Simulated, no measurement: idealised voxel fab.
Title: Process Module voxel self aligned contacts
The cross-section shown here is cut; it is 225 nm wide and divided into square cells measuring 5 nm on a side.
This document writes a cross-section as a grid whose cells are square, and gives it as bands, listed from the top down; one or more rows of cells form a band.
First you get the band's top height and its bottom height, in nm, and then the materials it's made of, left to right, with each width in nm. If you see a single material with "all across", that one covers the band edge to edge. "blank" is empty space.
Convention: height 0 is the level below which the wafer, as received, is all one material. The lowest band does not terminate at the bottom but continues downward, represented as "0 nm and below".
So if you see something like "30->40" for the width, read it as the top row of the band sitting at the first number and the bottom row at the second, with every row in between moving by the same amount as the last.
When a step is marked "identical to before", none of the cells in the cross-section changed during that step.
If an empty space has no open way to the top and is at least 8 cells in size, "Enclosed void catalog" lists it, written width x height at distance, where distance is measured from the left edge and every value is in nm.
Anything after a step's settings on that line? It's the simulator's own note about the step.
Among the settings permitted on a step's line is "overlay nm"; applied to a step with a mask, it specifies the extent to which the mask lay to the right of its planned position, whereas a negative figure signifies a position to the left.
HERE'S WHAT THE PLANNED PROCESS STEPS LOOK LIKE
- 1: RECEIVE | material Si
- 2: CONFORMAL_DEP | material SiO2 | thk nm 5
- 3: DIRECTIONAL_DEP | material polySi | thk nm 20
- 4: DIRECTIONAL_DEP | material SiN | thk nm 20
- 5: DIRECTIONAL_DEP | material aC | thk nm 15
- 6: PATTERN | tone cover | mask id GATE | material resist | width nm 35 | pitch nm 75 | thk nm 35 | overlay nm 0
- 7: DIRECTIONAL_ETCH | etch materials aC | depth nm 15
- 8: STRIP | etch materials resist
- 9: DIRECTIONAL_ETCH | etch materials SiN | depth nm 20
- 10: DIRECTIONAL_ETCH | etch materials polySi | depth nm 20
- 11: STRIP | etch materials aC
- 12: CONFORMAL_DEP | material SiN | thk nm 10
- 13: DIRECTIONAL_ETCH | etch materials SiN | depth nm 10
- 14: FILL_DEP | material SiO2 | thk nm 15
- 15: CMP | height nm 55
- 16: PATTERN | tone open | mask id CONTACT | material resist | width nm 50 | thk nm 20 | overlay nm 0
- 17: DIRECTIONAL_ETCH | etch materials SiO2 | depth nm 55
- 18: STRIP | etch materials resist
- 19: CONFORMAL_DEP | material TiN | thk nm 5
- 20: FILL_DEP | material W | thk nm 10
- 21: CMP | height nm 55
- 22: CONFORMAL_DEP | material SiCN | thk nm 5
WHAT FOLLOWS COVERS THE FIRST OF TWO WAFERS; IT RAN AS PLANNED
DELIVERED WAFER IN CROSS-SECTION: STATE AFTER STEP 1
  0 nm and below = Si all across
  Enclosed void catalog: none
THE WAFER IN CROSS-SECTION ONCE STEP 2 IS COMPLETE
  5 nm to 0 nm = SiO2 all across
  Heights below 0 show no change.
THE WAFER IN CROSS-SECTION ONCE STEP 3 IS COMPLETE
  25 nm to 5 nm = polySi all across
  Heights below 5 show no change.
THE WAFER IN CROSS-SECTION ONCE STEP 4 IS COMPLETE
  45 nm to 25 nm = SiN all across
  Heights below 25 show no change.
THE WAFER IN CROSS-SECTION ONCE STEP 5 IS COMPLETE
  60 nm to 45 nm = aC all across
  Heights below 45 show no change.
THE WAFER IN CROSS-SECTION ONCE STEP 6 IS COMPLETE
  95 nm to 60 nm = 55 nm blank | 35 nm resist | 40 nm blank | 35 nm resist | 60 nm blank
  Heights below 60 show no change.
THE WAFER IN CROSS-SECTION ONCE STEP 7 IS COMPLETE
  80 nm to 60 nm = 55 nm blank | 35 nm resist | 40 nm blank | 35 nm resist | 60 nm blank
  60 nm to 45 nm = 55 nm blank | 35 nm aC | 40 nm blank | 35 nm aC | 60 nm blank
  Heights below 45 show no change.
THE WAFER IN CROSS-SECTION ONCE STEP 8 IS COMPLETE
  60 nm to 45 nm = 55 nm blank | 35 nm aC | 40 nm blank | 35 nm aC | 60 nm blank
  Heights below 45 show no change.
THE WAFER IN CROSS-SECTION ONCE STEP 9 IS COMPLETE
  60 nm to 45 nm = 55 nm blank | 35 nm aC | 40 nm blank | 35 nm aC | 60 nm blank
  45 nm to 25 nm = 55 nm blank | 35 nm SiN | 40 nm blank | 35 nm SiN | 60 nm blank
  Heights below 25 show no change.
THE WAFER IN CROSS-SECTION ONCE STEP 10 IS COMPLETE
  60 nm to 45 nm = 55 nm blank | 35 nm aC | 40 nm blank | 35 nm aC | 60 nm blank
  45 nm to 25 nm = 55 nm blank | 35 nm SiN | 40 nm blank | 35 nm SiN | 60 nm blank
  25 nm to 5 nm = 55 nm blank | 35 nm polySi | 40 nm blank | 35 nm polySi | 60 nm blank
  Heights below 5 show no change.
THE WAFER IN CROSS-SECTION ONCE STEP 11 IS COMPLETE
  45 nm to 25 nm = 55 nm blank | 35 nm SiN | 40 nm blank | 35 nm SiN | 60 nm blank
  Heights below 25 show no change.
THE WAFER IN CROSS-SECTION ONCE STEP 12 IS COMPLETE
  55 nm to 25 nm = 45 nm blank | 55 nm SiN | 20 nm blank | 55 nm SiN | 50 nm blank
  25 nm to 15 nm = 45 nm blank | 10 nm SiN | 35 nm polySi | 10 nm SiN | 20 nm blank | 10 nm SiN | 35 nm polySi | 10 nm SiN | 50 nm blank
  15 nm to 5 nm = 55 nm SiN | 35 nm polySi | 40 nm SiN | 35 nm polySi | 60 nm SiN
  Heights below 5 show no change.
THE WAFER IN CROSS-SECTION ONCE STEP 13 IS COMPLETE
  45 nm to 25 nm = 45 nm blank | 55 nm SiN | 20 nm blank | 55 nm SiN | 50 nm blank
  25 nm to 5 nm = 45 nm blank | 10 nm SiN | 35 nm polySi | 10 nm SiN | 20 nm blank | 10 nm SiN | 35 nm polySi | 10 nm SiN | 50 nm blank
  Heights below 5 show no change.
THE WAFER IN CROSS-SECTION ONCE STEP 14 IS COMPLETE
  60 nm to 45 nm = SiO2 all across
  45 nm to 25 nm = 45 nm SiO2 | 55 nm SiN | 20 nm SiO2 | 55 nm SiN | 50 nm SiO2
  25 nm to 5 nm = 45 nm SiO2 | 10 nm SiN | 35 nm polySi | 10 nm SiN | 20 nm SiO2 | 10 nm SiN | 35 nm polySi | 10 nm SiN | 50 nm SiO2
  Heights below 5 show no change.
THE WAFER IN CROSS-SECTION ONCE STEP 15 IS COMPLETE
  55 nm to 45 nm = SiO2 all across
  Heights below 45 show no change.
THE WAFER IN CROSS-SECTION ONCE STEP 16 IS COMPLETE
  75 nm to 55 nm = 85 nm resist | 50 nm blank | 90 nm resist
  Heights below 55 show no change.
THE WAFER IN CROSS-SECTION ONCE STEP 17 IS COMPLETE
  75 nm to 55 nm = 85 nm resist | 50 nm blank | 90 nm resist
  55 nm to 45 nm = 85 nm SiO2 | 50 nm blank | 90 nm SiO2
  45 nm to 25 nm = 45 nm SiO2 | 55 nm SiN | 20 nm blank | 55 nm SiN | 50 nm SiO2
  25 nm to 5 nm = 45 nm SiO2 | 10 nm SiN | 35 nm polySi | 10 nm SiN | 20 nm blank | 10 nm SiN | 35 nm polySi | 10 nm SiN | 50 nm SiO2
  5 nm to 0 nm = 100 nm SiO2 | 20 nm blank | 105 nm SiO2
  Heights below 0 show no change.
THE WAFER IN CROSS-SECTION ONCE STEP 18 IS COMPLETE
  55 nm to 45 nm = 85 nm SiO2 | 50 nm blank | 90 nm SiO2
  Heights below 45 show no change.
THE WAFER IN CROSS-SECTION ONCE STEP 19 IS COMPLETE
  60 nm to 55 nm = 90 nm TiN | 40 nm blank | 95 nm TiN
  55 nm to 45 nm = 85 nm SiO2 | 5->20 nm TiN | 40->10 nm blank | 5->20 nm TiN | 90 nm SiO2
  45 nm to 25 nm = 45 nm SiO2 | 55 nm SiN | 5 nm TiN | 10 nm blank | 5 nm TiN | 55 nm SiN | 50 nm SiO2
  25 nm to 5 nm = 45 nm SiO2 | 10 nm SiN | 35 nm polySi | 10 nm SiN | 5 nm TiN | 10 nm blank | 5 nm TiN | 10 nm SiN | 35 nm polySi | 10 nm SiN | 50 nm SiO2
  5 nm to 0 nm = 100 nm SiO2 | 20 nm TiN | 105 nm SiO2
  Heights below 0 show no change.
THE WAFER IN CROSS-SECTION ONCE STEP 20 IS COMPLETE
  70 nm to 60 nm = W all across
  60 nm to 55 nm = 90 nm TiN | 40 nm W | 95 nm TiN
  55 nm to 45 nm = 85 nm SiO2 | 5->20 nm TiN | 40->10 nm W | 5->20 nm TiN | 90 nm SiO2
  45 nm to 25 nm = 45 nm SiO2 | 55 nm SiN | 5 nm TiN | 10 nm W | 5 nm TiN | 55 nm SiN | 50 nm SiO2
  25 nm to 5 nm = 45 nm SiO2 | 10 nm SiN | 35 nm polySi | 10 nm SiN | 5 nm TiN | 10 nm W | 5 nm TiN | 10 nm SiN | 35 nm polySi | 10 nm SiN | 50 nm SiO2
  Heights below 5 show no change.
THE WAFER IN CROSS-SECTION ONCE STEP 21 IS COMPLETE
  55 nm to 45 nm = 85 nm SiO2 | 5->20 nm TiN | 40->10 nm W | 5->20 nm TiN | 90 nm SiO2
  Heights below 45 show no change.
THE WAFER IN CROSS-SECTION ONCE STEP 22 IS COMPLETE
  60 nm to 55 nm = SiCN all across
  Heights below 55 show no change.
COMPANION WAFER, THE SECOND OF TWO: SAME BEGINNING, SAME INTENDED SEQUENCE, ONE MISTAKE IN CARRYING IT OUT; THROUGH STEP 2 INCLUSIVE IT TRACKS THE FIRST EXACTLY
CROSS-SECTION OF THE SECOND WAFER AT THE TIME STEP 3 OF THE PLAN SHOULD HAVE ENDED
  25 nm to 5 nm = SiN all across
  Heights below 5 show no change.
CROSS-SECTION OF THE SECOND WAFER AT THE TIME STEP 4 OF THE PLAN SHOULD HAVE ENDED
  45 nm to 25 nm = polySi all across
  Heights below 25 show no change.
CROSS-SECTION OF THE SECOND WAFER AT THE TIME STEP 5 OF THE PLAN SHOULD HAVE ENDED
  60 nm to 45 nm = aC all across
  Heights below 45 show no change.
CROSS-SECTION OF THE SECOND WAFER AT THE TIME STEP 6 OF THE PLAN SHOULD HAVE ENDED
  95 nm to 60 nm = 55 nm blank | 35 nm resist | 40 nm blank | 35 nm resist | 60 nm blank
  Heights below 60 show no change.
CROSS-SECTION OF THE SECOND WAFER AT THE TIME STEP 7 OF THE PLAN SHOULD HAVE ENDED
  80 nm to 60 nm = 55 nm blank | 35 nm resist | 40 nm blank | 35 nm resist | 60 nm blank
  60 nm to 45 nm = 55 nm blank | 35 nm aC | 40 nm blank | 35 nm aC | 60 nm blank
  Heights below 45 show no change.
CROSS-SECTION OF THE SECOND WAFER AT THE TIME STEP 8 OF THE PLAN SHOULD HAVE ENDED
  60 nm to 45 nm = 55 nm blank | 35 nm aC | 40 nm blank | 35 nm aC | 60 nm blank
  Heights below 45 show no change.
Cross-section of the second wafer at the time step 9 of the plan should have ended: identical to before
CROSS-SECTION OF THE SECOND WAFER AT THE TIME STEP 10 OF THE PLAN SHOULD HAVE ENDED
  60 nm to 45 nm = 55 nm blank | 35 nm aC | 40 nm blank | 35 nm aC | 60 nm blank
  45 nm to 25 nm = 55 nm blank | 35 nm polySi | 40 nm blank | 35 nm polySi | 60 nm blank
  Heights below 25 show no change.
CROSS-SECTION OF THE SECOND WAFER AT THE TIME STEP 11 OF THE PLAN SHOULD HAVE ENDED
  45 nm to 25 nm = 55 nm blank | 35 nm polySi | 40 nm blank | 35 nm polySi | 60 nm blank
  Heights below 25 show no change.
CROSS-SECTION OF THE SECOND WAFER AT THE TIME STEP 12 OF THE PLAN SHOULD HAVE ENDED
  55 nm to 45 nm = 45 nm blank | 55 nm SiN | 20 nm blank | 55 nm SiN | 50 nm blank
  45 nm to 35 nm = 45 nm blank | 10 nm SiN | 35 nm polySi | 10 nm SiN | 20 nm blank | 10 nm SiN | 35 nm polySi | 10 nm SiN | 50 nm blank
  35 nm to 25 nm = 55 nm SiN | 35 nm polySi | 40 nm SiN | 35 nm polySi | 60 nm SiN
  Heights below 25 show no change.
CROSS-SECTION OF THE SECOND WAFER AT THE TIME STEP 13 OF THE PLAN SHOULD HAVE ENDED
  45 nm to 25 nm = 45 nm blank | 10 nm SiN | 35 nm polySi | 10 nm SiN | 20 nm blank | 10 nm SiN | 35 nm polySi | 10 nm SiN | 50 nm blank
  Heights below 25 show no change.
CROSS-SECTION OF THE SECOND WAFER AT THE TIME STEP 14 OF THE PLAN SHOULD HAVE ENDED
  60 nm to 45 nm = SiO2 all across
  45 nm to 25 nm = 45 nm SiO2 | 10 nm SiN | 35 nm polySi | 10 nm SiN | 20 nm SiO2 | 10 nm SiN | 35 nm polySi | 10 nm SiN | 50 nm SiO2
  Heights below 25 show no change.
CROSS-SECTION OF THE SECOND WAFER AT THE TIME STEP 15 OF THE PLAN SHOULD HAVE ENDED
  55 nm to 45 nm = SiO2 all across
  Heights below 45 show no change.
CROSS-SECTION OF THE SECOND WAFER AT THE TIME STEP 16 OF THE PLAN SHOULD HAVE ENDED
  75 nm to 55 nm = 85 nm resist | 50 nm blank | 90 nm resist
  Heights below 55 show no change.
CROSS-SECTION OF THE SECOND WAFER AT THE TIME STEP 17 OF THE PLAN SHOULD HAVE ENDED
  75 nm to 55 nm = 85 nm resist | 50 nm blank | 90 nm resist
  55 nm to 45 nm = 85 nm SiO2 | 50 nm blank | 90 nm SiO2
  45 nm to 25 nm = 45 nm SiO2 | 10 nm SiN | 35 nm polySi | 10 nm SiN | 20 nm blank | 10 nm SiN | 35 nm polySi | 10 nm SiN | 50 nm SiO2
  Heights below 25 show no change.
CROSS-SECTION OF THE SECOND WAFER AT THE TIME STEP 18 OF THE PLAN SHOULD HAVE ENDED
  55 nm to 45 nm = 85 nm SiO2 | 50 nm blank | 90 nm SiO2
  Heights below 45 show no change.
CROSS-SECTION OF THE SECOND WAFER AT THE TIME STEP 19 OF THE PLAN SHOULD HAVE ENDED
  60 nm to 55 nm = 90 nm TiN | 40 nm blank | 95 nm TiN
  55 nm to 45 nm = 85 nm SiO2 | 5->20 nm TiN | 40->10 nm blank | 5->20 nm TiN | 90 nm SiO2
  45 nm to 30 nm = 45 nm SiO2 | 10 nm SiN | 35 nm polySi | 10 nm SiN | 5 nm TiN | 10 nm blank | 5 nm TiN | 10 nm SiN | 35 nm polySi | 10 nm SiN | 50 nm SiO2
  30 nm to 25 nm = 45 nm SiO2 | 10 nm SiN | 35 nm polySi | 10 nm SiN | 20 nm TiN | 10 nm SiN | 35 nm polySi | 10 nm SiN | 50 nm SiO2
  Heights below 25 show no change.
CROSS-SECTION OF THE SECOND WAFER AT THE TIME STEP 20 OF THE PLAN SHOULD HAVE ENDED
  70 nm to 60 nm = W all across
  60 nm to 55 nm = 90 nm TiN | 40 nm W | 95 nm TiN
  55 nm to 45 nm = 85 nm SiO2 | 5->20 nm TiN | 40->10 nm W | 5->20 nm TiN | 90 nm SiO2
  45 nm to 30 nm = 45 nm SiO2 | 10 nm SiN | 35 nm polySi | 10 nm SiN | 5 nm TiN | 10 nm W | 5 nm TiN | 10 nm SiN | 35 nm polySi | 10 nm SiN | 50 nm SiO2
  Heights below 30 show no change.
CROSS-SECTION OF THE SECOND WAFER AT THE TIME STEP 21 OF THE PLAN SHOULD HAVE ENDED
  55 nm to 45 nm = 85 nm SiO2 | 5->20 nm TiN | 40->10 nm W | 5->20 nm TiN | 90 nm SiO2
  Heights below 45 show no change.
CROSS-SECTION OF THE SECOND WAFER AT THE TIME STEP 22 OF THE PLAN SHOULD HAVE ENDED
  60 nm to 55 nm = SiCN all across
  Heights below 55 show no change.
Short version of what went wrong: steps 3 and 4 traded places in the executed sequence
The final cell counts differ between the wafers, with the second having more or fewer of some materials than the first: +92 SiN | -72 SiO2 | -10 TiN | -10 W
